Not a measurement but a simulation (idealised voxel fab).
process module | voxel self aligned contacts
cross-section cut | 145 nm wide | cells 5 nm
A cross-section is a grid of square cells, given in bands from the top down. A band is one or more rows of cells.
Each band's line starts with the height of the band's top and of its bottom, in nm. Then come its materials from left to right, each with its width in nm. One material with "throughout" fills the band from edge to edge. "air" is empty space.
Height 0 is the level under which the wafer as received is all one material. The lowest band goes on downwards, as in "0 down".
A width such as "30 to 40" changes by the same amount from each row of cells to the next, from the band's top row to its bottom row.
"no change" after a step means that no cell of the cross-section changed.
closed voids: empty space of 8 cells or more with no open way to the top, each as width x height at its distance from the left edge, in nm
after a step's settings: what the simulator itself notes on the step
overlay nm, on a step with a mask: how far to the right of its planned place the mask lay; to the left if negative
plan
1 op RECEIVE | material Si
2 op OXIDIZE | depth nm 5
3 op DIRECTIONAL_DEP | material polySi | thk nm 20
4 op DIRECTIONAL_DEP | material SiN | thk nm 15
5 op DIRECTIONAL_DEP | material aC | thk nm 10
6 op PATTERN | tone cover | mask id GATE | material resist | width nm 35 | pitch nm 60 | thk nm 30 | overlay nm 0
7 op DIRECTIONAL_ETCH | etch materials aC | depth nm 10
8 op STRIP | etch materials resist
9 op DIRECTIONAL_ETCH | etch materials SiN | depth nm 15
10 op DIRECTIONAL_ETCH | etch materials polySi | depth nm 20
11 op STRIP | etch materials aC
12 op CONFORMAL_DEP | material SiN | thk nm 5
13 op DIRECTIONAL_ETCH | etch materials SiN | depth nm 5
14 op FILL_DEP | material SiO2 | thk nm 15
15 op CMP | height nm 40
16 op MASKED_ETCH | tone open | mask id CONTACT | width nm 35 | etch materials SiO2 | depth nm 45 | overlay nm 0
17 op CONFORMAL_DEP | material TiN | thk nm 5
18 op FILL_DEP | material Ru | thk nm 5
19 op CMP | height nm 40
20 op CONFORMAL_DEP | material SiN | thk nm 5
as received, after step 1
  0 down: Si throughout
  closed voids: none
first wafer at the end, as planned
  45 to 40: SiN throughout
  40 to 35: SiO2 55 | TiN 15 | Ru 5 | TiN 15 | SiO2 55
  35 to 20: SiO2 20 | SiN 45 | TiN 5 | Ru 5 | TiN 5 | SiN 45 | SiO2 20
  20 to 0: SiO2 20 | SiN 5 | polySi 35 | SiN 5 | TiN 5 | Ru 5 | TiN 5 | SiN 5 | polySi 35 | SiN 5 | SiO2 20
  0 to -5: SiO2 65 | TiN 15 | SiO2 65
  -5 down: Si throughout
  closed voids: none
second wafer at the end: like start, like plan, one mistake
  45 to 40: SiN throughout
  40 to 30: SiO2 55 | TiN 5 | Ru 25 | TiN 5 | SiO2 55
  30 to 25: SiO2 55 | TiN 15 | Ru 5 | TiN 15 | SiO2 55
  25 to 10: SiO2 20 | SiN 45 | TiN 5 | Ru 5 | TiN 5 | SiN 45 | SiO2 20
  10 to 0: SiO2 20 | SiN 5 | polySi 35 | SiN 5 | TiN 5 | Ru 5 | TiN 5 | SiN 5 | polySi 35 | SiN 5 | SiO2 20
  0 to -5: SiO2 65 | TiN 15 | SiO2 65
  -5 down: Si throughout
  closed voids: none
what went wrong: step 3 ran as: op DIRECTIONAL_DEP | material polySi | thk nm 10
at the end the second wafer has, in cells: 8 more of Ru | 8 fewer of SiN | 28 more of SiO2 | 28 fewer of polySi
